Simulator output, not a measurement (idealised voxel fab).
Herein follows the process module entitled voxel self aligned contacts.
Pictured: cross-section cut, 285 nm wide, on a grid of 5 nm square cells.
Cross-section format: a grid of square cells, given as bands from top to bottom; each band is one or more rows of cells. Top height, bottom height, nm. Materials left to right, width each, nm. Single material + "throughout" = fills band edge to edge. "empty" = empty. Heights are expressed relative to 0, this being the level below which the as-received wafer comprises one material exclusively. The lowest band is unbounded in the downward direction and is denoted as in "0 -> down". Quick explanation for "30 to 40": the width changes in equal steps down the rows of cells, from the first number in the band's top row to the second number in its bottom row. Key: "identical to before" - step with no changed cell in the cross-section. Each empty space that has no open way to the top and spans at least 8 cells appears under "Sealed void list" as width x height at distance, the distance counted from the left edge, all in nm. Where a step's line continues beyond its settings, the continuation is a remark by the simulator itself on that step. overlay nm: how far to the right of its planned place the mask lay on this masked step (negative: to the left).

[plan]
1) RECEIVE: material Si
2) OXIDIZE: depth nm 5
3) DIRECTIONAL_DEP: material polySi, thk nm 30
4) DIRECTIONAL_DEP: material SiN, thk nm 20
5) MASKED_ETCH: tone cover, mask id GATE, width nm 25, pitch nm 70, etch materials SiN, depth nm 20, overlay nm 0
6) MASKED_ETCH: tone cover, mask id GATE, width nm 25, pitch nm 70, etch materials polySi, depth nm 30, overlay nm 0
7) CONFORMAL_DEP: material SiN, thk nm 10
8) DIRECTIONAL_ETCH: etch materials SiN, depth nm 10
9) FILL_DEP: material SiO2, thk nm 20
10) CMP: height nm 60
11) DIRECTIONAL_DEP: material aC, thk nm 10
12) PATTERN: tone open, mask id CONTACT, material resist, width nm 55, pitch nm 70, thk nm 30, overlay nm 0
13) DIRECTIONAL_ETCH: etch materials aC, depth nm 10
14) STRIP: etch materials resist
15) DIRECTIONAL_ETCH: etch materials SiO2, depth nm 65
16) STRIP: etch materials aC
17) CONFORMAL_DEP: material TiN, thk nm 5
18) FILL_DEP: material W, thk nm 10
19) CMP: height nm 60
20) CONFORMAL_DEP: material SiN, thk nm 5

[Delivered wafer in cross-section: state after step 1]
  0 -> down | Si throughout
  Sealed void list: none

[Post-module cross-section of the first of two wafers (run per plan)]
  65 -> 60 | SiN throughout
  60 -> 50 | SiO2 80, TiN 5 to 20, W 45 to 15, TiN 5 to 20, SiO2 15, TiN 5 to 20, W 45 to 15, TiN 5 to 20, SiO2 80
  50 -> 30 | SiO2 50, SiN 45, TiN 5, W 15, TiN 5, SiN 45, TiN 5, W 15, TiN 5, SiN 45, SiO2 50
  30 -> 0 | SiO2 50, SiN 10, polySi 25, SiN 10, TiN 5, W 15, TiN 5, SiN 10, polySi 25, SiN 10, TiN 5, W 15, TiN 5, SiN 10, polySi 25, SiN 10, SiO2 50
  0 -> -5 | SiO2 95, TiN 25, SiO2 45, TiN 25, SiO2 95
  -5 -> down | Si throughout
  Sealed void list: none

[End of module, second wafer, cross-section. Started like the first, planned like the first, run with one mistake]
  65 -> 60 | SiN throughout
  60 -> 50 | SiO2 80, TiN 5 to 20, W 45 to 15, TiN 5 to 20, SiO2 15, TiN 5 to 20, W 45 to 15, TiN 5 to 20, SiO2 80
  50 -> 30 | SiO2 50, SiN 45, TiN 5, W 15, TiN 5, SiN 45, TiN 5, W 15, TiN 5, SiN 45, SiO2 50
  30 -> 25 | SiO2 95, TiN 25, SiO2 45, TiN 25, SiO2 95
  25 -> 0 | polySi throughout
  0 -> down | Si throughout
  Sealed void list: none
Want to know what went wrong? so 2 and 3 got swapped relative to the plan, each ran where the other was supposed to
Looking at both finished wafers in cells, the second ends up ahead of or behind the first on some materials: Si: 57 more; SiN: 72 fewer; SiO2: 120 fewer; TiN: 24 fewer; W: 36 fewer; polySi: 195 more
